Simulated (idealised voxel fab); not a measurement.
process module | voxel self aligned vias
cross-section cut | 280 nm wide | cells 5 nm
A cross-section is a grid of square cells, given in bands from the top down. A band is one or more rows of cells.
Each band's line starts with the height of the band's top and of its bottom, in nm. Then come its materials from left to right, each with its width in nm. One material with "throughout" fills the band from edge to edge. "air" is empty space.
Height 0 is the level under which the wafer as received is all one material. The lowest band goes on downwards, as in "0 down".
A width such as "30 to 40" changes by the same amount from each row of cells to the next, from the band's top row to its bottom row.
"no change" after a step means that no cell of the cross-section changed.
closed voids: empty space of 8 cells or more with no open way to the top, each as width x height at its distance from the left edge, in nm
after a step's settings: what the simulator itself notes on the step
overlay nm, on a step with a mask: how far to the right of its planned place the mask lay; to the left if negative
plan
1 op RECEIVE | material Si
2 op CONFORMAL_DEP | material SiO2 | thk nm 10
3 op CONFORMAL_DEP | material SiCN | thk nm 5
4 op DIRECTIONAL_DEP | material lowk | thk nm 25
5 op MASKED_ETCH | tone open | mask id LINES | width nm 20 | pitch nm 50 | etch materials lowk | depth nm 25 | overlay nm 0
6 op CONFORMAL_DEP | material TiN | thk nm 5
7 op FILL_DEP | material Ru | thk nm 10
8 op CMP | height nm 40
9 op SELECTIVE_ETCH | etch materials W Ru TiN | depth nm 5
10 op FILL_DEP | material SiN | thk nm 5
11 op CMP | height nm 40
12 op DIRECTIONAL_DEP | material lowk | thk nm 20
13 op DIRECTIONAL_DEP | material aC | thk nm 15
14 op PATTERN | tone open | mask id VIAS | material resist | width nm 20 | pitch nm 100 | thk nm 30 | overlay nm 0
15 op DIRECTIONAL_ETCH | etch materials aC | depth nm 15
16 op STRIP | etch materials resist
17 op DIRECTIONAL_ETCH | etch materials lowk | depth nm 20
18 op DIRECTIONAL_ETCH | etch materials SiN | depth nm 5
19 op STRIP | etch materials aC
20 op CONFORMAL_DEP | material TiN | thk nm 5
21 op FILL_DEP | material Ru | thk nm 5
22 op CMP | height nm 60
23 op CONFORMAL_DEP | material SiN | thk nm 5
varied across the wafers: width nm of step 14. The plan shows the first wafer's value. All wafers start alike
first wafer as received, after step 1
  0 down: Si throughout
  closed voids: none
each wafer at the end: cells of each material gained (+) or lost (-) since it was received, then its closed voids
width nm 20 | +34 Ru | +56 SiCN | +60 SiN | +112 SiO2 | +54 TiN | +412 lowk | closed voids: none
width nm 25 | +40 Ru | +56 SiCN | +60 SiN | +112 SiO2 | +56 TiN | +404 lowk | closed voids: none
width nm 30 | +46 Ru | +56 SiCN | +60 SiN | +112 SiO2 | +58 TiN | +396 lowk | closed voids: none
width nm 35 | +52 Ru | +56 SiCN | +60 SiN | +112 SiO2 | +60 TiN | +388 lowk | closed voids: none
width nm 40 | +58 Ru | +56 SiCN | +60 SiN | +112 SiO2 | +62 TiN | +380 lowk | closed voids: none
width nm 45 | +64 Ru | +56 SiCN | +60 SiN | +112 SiO2 | +64 TiN | +372 lowk | closed voids: none
